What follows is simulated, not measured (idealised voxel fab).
Presented below is a process module, voxel double patterning.
It is cross-section cut that appears here, measuring 180 nm in width, its square cells being 5 nm in size.
Heads up, the way a cross-section reads in here is a grid of square cells, handed over as bands from the top down, with every band being one or more rows of cells. Band: top and bottom heights (nm) first, top before bottom; then materials from left to right, widths in nm. "everywhere" marks a sole material filling the band edge to edge. "air" denotes empty space. Heads up on the height convention: 0 is the point under which the incoming wafer is all one material, and the lowest band has no bottom, it just keeps going down, like "from 0 down". Width spec "30..40" -> top row of cells at first value, bottom row at second value, equal per-row change in between. Take "remains unaltered" at face value: in the step it is given for, the cross-section changed in none of its cells. The list in "Closed cavities" covers empty spaces of 8 cells or more that cannot reach the top through any open way, and it gives each as width x height at distance; the distance is from the left edge, and width, height and distance are in nm. Where a step's line continues beyond its settings, the continuation is a remark by the simulator itself on that step. "overlay nm" answers the question of how far to the right of plan the mask lay on a step that has a mask, and when it is negative the answer is to the left.
[The planned process steps are enumerated hereunder]
- 1: RECEIVE (material Si)
- 2: CONFORMAL_DEP (material SiO2; thk nm 5)
- 3: DIRECTIONAL_DEP (material W; thk nm 20)
- 4: DIRECTIONAL_DEP (material SiCN; thk nm 5)
- 5: MASKED_ETCH (tone open; mask id FIRST; width nm 15; pitch nm 50; etch materials SiCN; depth nm 5; overlay nm 0)
- 6: PATTERN (tone open; mask id SECOND; material resist; width nm 15; pitch nm 50; thk nm 15; overlay nm 0)
- 7: DIRECTIONAL_ETCH (etch materials SiCN; depth nm 5)
- 8: STRIP (etch materials resist)
- 9: DIRECTIONAL_ETCH (etch materials W; depth nm 20)
- 10: STRIP (etch materials SiCN)
[Here's what the wafer looked like in cross-section when it arrived - that's after step 1]
- from 0 down: Si everywhere
- Closed cavities: none
[Cross-sectional image of the first of two wafers at the end of the module, the run having proceeded as planned]
- from 25 to 5: 30 nm W | 15 nm air | 10 nm W | 15 nm air | 10 nm W | 15 nm air | 10 nm W | 15 nm air | 10 nm W | 15 nm air | 35 nm W
- from 5 to 0: SiO2 everywhere
- from 0 down: Si everywhere
- Closed cavities: none
[This cross-section belongs to the second wafer of two at the end of the module; the start and the plan were shared with the first, and the run included one mistake]
- from 20 to 0: 30 nm W | 15 nm air | 10 nm W | 15 nm air | 10 nm W | 15 nm air | 10 nm W | 15 nm air | 10 nm W | 15 nm air | 35 nm W
- from 0 down: Si everywhere
- Closed cavities: none
what went wrong: no execution of plan step 2; skipped
Materials where the second wafer ends with more or fewer cells than the first: SiO2: 36 fewer
